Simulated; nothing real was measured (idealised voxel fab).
process module | voxel lift off
cross-section cut | 225 nm wide | cells 5 nm
A cross-section is a grid of square cells, given in bands from the top down. A band is one or more rows of cells.
Each band's line starts with the height of the band's top and of its bottom, in nm. Then come its materials from left to right, each with its width in nm. One material with "throughout" fills the band from edge to edge. "air" is empty space.
Height 0 is the level under which the wafer as received is all one material. The lowest band goes on downwards, as in "0 down".
A width such as "30 to 40" changes by the same amount from each row of cells to the next, from the band's top row to its bottom row.
"no change" after a step means that no cell of the cross-section changed.
closed voids: empty space of 8 cells or more with no open way to the top, each as width x height at its distance from the left edge, in nm
after a step's settings: what the simulator itself notes on the step
overlay nm, on a step with a mask: how far to the right of its planned place the mask lay; to the left if negative
plan
1 op RECEIVE | material Si
2 op CONFORMAL_DEP | material Al2O3 | thk nm 15
3 op PATTERN | tone open | mask id LINES | material resist | width nm 25 | pitch nm 40 | thk nm 25 | overlay nm 0
4 op DIRECTIONAL_DEP | material Ru | thk nm 15
5 op STRIP | etch materials resist
6 op CONFORMAL_DEP | material SiN | thk nm 5
as received, after step 1
  0 down: Si throughout
  closed voids: none
a wafer at the end: this start, this plan, one mistake
  40 to 35: air 75 | SiN 35 | air 5 | SiN 35 | air 75
  35 to 20: air 75 | SiN 5 | Ru 25 | SiN 5 | air 5 | SiN 5 | Ru 25 | SiN 5 | air 75
  20 to 15: SiN 80 | Ru 25 | SiN 15 | Ru 25 | SiN 80
  15 to 0: Al2O3 throughout
  0 down: Si throughout
  closed voids: none
what went wrong: step 4 ran as: op DIRECTIONAL_DEP | material Ru | thk nm 20
